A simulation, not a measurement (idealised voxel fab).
voxel self aligned vias: a process module
280 nm wide, 5 nm square cells: that's cross-section cut.
Each cross-section below is a grid of square cells, stated as bands in top-down order, with one or more rows of cells making up each band.
The band entry comprises the height of the band's top followed by the height of its bottom, expressed in nm, and subsequently the band's materials from left to right, each stated together with its width in nm. Where a single material is marked with the word "all across", that material fills the band from edge to edge. The word "empty" represents empty space.
Heights are reckoned from 0. Under this level, the received wafer is all of one material. The bottommost band is open-ended downward, for example "top 0, no bottom".
Quick explanation for "30..40": the width changes in equal steps down the rows of cells, from the first number in the band's top row to the second number in its bottom row.
Step note "all unchanged" = no cross-section cell changed.
The entry titled "Sealed internal voids" provides the empty spaces that have no open way to the top, restricted to those of 8 cells or more. Each is presented as width x height at distance, the distance being measured from the left edge, with all three in nm.
Read whatever lies past the settings on a step's line as the simulator's own remark about the step.
overlay nm: on a step with a mask, how far right of its planned place the mask lay; negative means left.
SO HERE'S THE LINEUP OF PROCESS STEPS WE PLANNED
1. RECEIVE (material Si)
2. CONFORMAL_DEP (material SiO2; thk nm 15)
3. CONFORMAL_DEP (material SiCN; thk nm 5)
4. DIRECTIONAL_DEP (material lowk; thk nm 30)
5. MASKED_ETCH (tone open; mask id LINES; width nm 30; pitch nm 75; etch materials lowk; depth nm 30; overlay nm 0)
6. CONFORMAL_DEP (material TiN; thk nm 5)
7. FILL_DEP (material W; thk nm 10)
8. CMP (height nm 50)
9. SELECTIVE_ETCH (etch materials W Ru TiN; depth nm 10)
10. FILL_DEP (material SiN; thk nm 10)
11. CMP (height nm 50)
12. DIRECTIONAL_DEP (material lowk; thk nm 20)
13. MASKED_ETCH (tone open; mask id VIAS; width nm 50; etch materials lowk; depth nm 20; overlay nm 0)
14. MASKED_ETCH (tone open; mask id VIAS; width nm 50; etch materials SiN; depth nm 10; overlay nm 0)
15. CONFORMAL_DEP (material TiN; thk nm 5)
16. FILL_DEP (material Ru; thk nm 5)
17. CMP (height nm 70)
18. CONFORMAL_DEP (material SiN; thk nm 5)
CROSS-SECTIONAL VIEW OF THE WAFER IN ITS AS-RECEIVED CONDITION, CORRESPONDING TO THE STATE AFTER STEP 1
* top 0, no bottom  Si all across
* Sealed internal voids: none
SAME STARTING WAFER, SAME PLAN AS ABOVE, ONE MISTAKE IN THE EXECUTION; THIS IS THE CROSS-SECTION AT THE END OF THE MODULE
* top 75, bottom 70  SiN all across
* top 70, bottom 55  70 nm Ru  5 nm TiN  50 nm lowk  5 nm TiN  150 nm Ru
* top 55, bottom 50  75 nm TiN  50 nm lowk  155 nm TiN
* top 50, bottom 40  85 nm lowk  30 nm SiN  45 nm lowk  30 nm SiN  90 nm lowk
* top 40, bottom 25  85 nm lowk  5 nm TiN  20 nm W  5 nm TiN  45 nm lowk  5 nm TiN  20 nm W  5 nm TiN  90 nm lowk
* top 25, bottom 20  85 nm lowk  30 nm TiN  45 nm lowk  30 nm TiN  90 nm lowk
* top 20, bottom 15  SiCN all across
* top 15, bottom 0  SiO2 all across
* top 0, no bottom  Si all across
* Sealed internal voids: none
What was the processing mistake? in deviation from the planned setting, step 13 was conducted as MASKED_ETCH (tone cover; mask id VIAS; width nm 50; etch materials lowk; depth nm 20; overlay nm 0)
